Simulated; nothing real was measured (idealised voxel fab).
Process module, titled voxel tone inversion
The figure presents cross-section cut, which has a width of 210 nm and is divided into square cells with an edge length of 5 nm.
Heads up, the way a cross-section reads in here is a grid of square cells, handed over as bands from the top down, with every band being one or more rows of cells. Basically the band line says how high the top is and how high the bottom is, in nm, and then what's in it from left to right, every material with its width in nm. Empty space shows up as "empty", and if a single material carries "throughout" it runs the full band edge to edge. The level at which height equals 0 is the one under which the wafer, as it arrives, is entirely one material. No lower edge exists for the bottom band, which continues downward and is notated as in "z 0 and below". When a width is written as two numbers, as in "30..40", the first number is the width in the top row of cells of the band and the second is the width in its bottom row, and the width changes by the same amount from each row to the next. It should be understood that the words "nothing different", when stated for a given step, signify that the cross-section underwent no change in any of its cells during that step. Empty spaces counting at least 8 cells and having no open way to the top are listed in "Fully closed voids". The notation width x height at distance is used for each, the distance being from the left edge and all three values in nm. Where a step's line continues beyond its settings, the continuation is a remark by the simulator itself on that step. overlay nm: mask offset rightward from planned place, masked step; negative means leftward offset.
# The process steps that were planned are listed below
| 1 | RECEIVE [material Si] |
| 2 | CONFORMAL_DEP [material SiCN] [thk nm 5] |
| 3 | DIRECTIONAL_DEP [material polySi] [thk nm 25] |
| 4 | PATTERN [tone cover] [mask id POSTS] [material resist] [width nm 20] [pitch nm 35] [thk nm 35] [overlay nm 0] |
| 5 | DIRECTIONAL_ETCH [etch materials polySi] [depth nm 25] |
| 6 | STRIP [etch materials resist] |
| 7 | FILL_DEP [material lowk] [thk nm 5] |
| 8 | CMP [height nm 30] |
| 9 | STRIP [etch materials polySi] |
# First wafer, two in total, run as planned
# Wafer cross-section on receipt, i.e. after step 1
- z 0 and below = Si throughout
- Fully closed voids: none
# Wafer section view after processing step 2
- z 5 to 0 = SiCN throughout
- Note: structure below 0 unchanged.
# Wafer section view after processing step 3
- z 30 to 5 = polySi throughout
- Note: structure below 5 unchanged.
# Wafer section view after processing step 4
- z 65 to 30 = 75 empty | 20 resist | 15 empty | 20 resist | 80 empty
- Note: structure below 30 unchanged.
# Wafer section view after processing step 5
- z 65 to 30 = 75 empty | 20 resist | 15 empty | 20 resist | 80 empty
- z 30 to 5 = 75 empty | 20 polySi | 15 empty | 20 polySi | 80 empty
- Note: structure below 5 unchanged.
# Wafer section view after processing step 6
- z 30 to 5 = 75 empty | 20 polySi | 15 empty | 20 polySi | 80 empty
- Note: structure below 5 unchanged.
# Wafer section view after processing step 7
- z 35 to 30 = lowk throughout
- z 30 to 5 = 75 lowk | 20 polySi | 15 lowk | 20 polySi | 80 lowk
- Note: structure below 5 unchanged.
# Wafer section view after processing step 8
- z 30 to 5 = 75 lowk | 20 polySi | 15 lowk | 20 polySi | 80 lowk
- Note: structure below 5 unchanged.
# Wafer section view after processing step 9
- z 30 to 5 = 75 lowk | 20 empty | 15 lowk | 20 empty | 80 lowk
- Note: structure below 5 unchanged.
# Second wafer: same start and same plan as the first, one execution error; identical to the first through step 1
# Second wafer cross-section, taken as of the time the plan sets for step 2 to be done
- z 15 to 0 = SiCN throughout
- Note: structure below 0 unchanged.
# Second wafer cross-section, taken as of the time the plan sets for step 3 to be done
- z 40 to 15 = polySi throughout
- Note: structure below 15 unchanged.
# Second wafer cross-section, taken as of the time the plan sets for step 4 to be done
- z 75 to 40 = 75 empty | 20 resist | 15 empty | 20 resist | 80 empty
- Note: structure below 40 unchanged.
# Second wafer cross-section, taken as of the time the plan sets for step 5 to be done
- z 75 to 40 = 75 empty | 20 resist | 15 empty | 20 resist | 80 empty
- z 40 to 15 = 75 empty | 20 polySi | 15 empty | 20 polySi | 80 empty
- Note: structure below 15 unchanged.
# Second wafer cross-section, taken as of the time the plan sets for step 6 to be done
- z 40 to 15 = 75 empty | 20 polySi | 15 empty | 20 polySi | 80 empty
- Note: structure below 15 unchanged.
# Second wafer cross-section, taken as of the time the plan sets for step 7 to be done
- z 45 to 40 = lowk throughout
- z 40 to 15 = 75 lowk | 20 polySi | 15 lowk | 20 polySi | 80 lowk
- Note: structure below 15 unchanged.
# Second wafer cross-section, taken as of the time the plan sets for step 8 to be done
- z 30 to 15 = 75 lowk | 20 polySi | 15 lowk | 20 polySi | 80 lowk
- Note: structure below 15 unchanged.
# Second wafer cross-section, taken as of the time the plan sets for step 9 to be done
- z 30 to 15 = 75 lowk | 20 empty | 15 lowk | 20 empty | 80 lowk
- Note: structure below 15 unchanged.
what went wrong: step 2 did not use the planned setting and instead ran as CONFORMAL_DEP [material SiCN] [thk nm 15]
Final comparison by cell count, materials where the second wafer has more or fewer than the first: SiCN +84; lowk -68
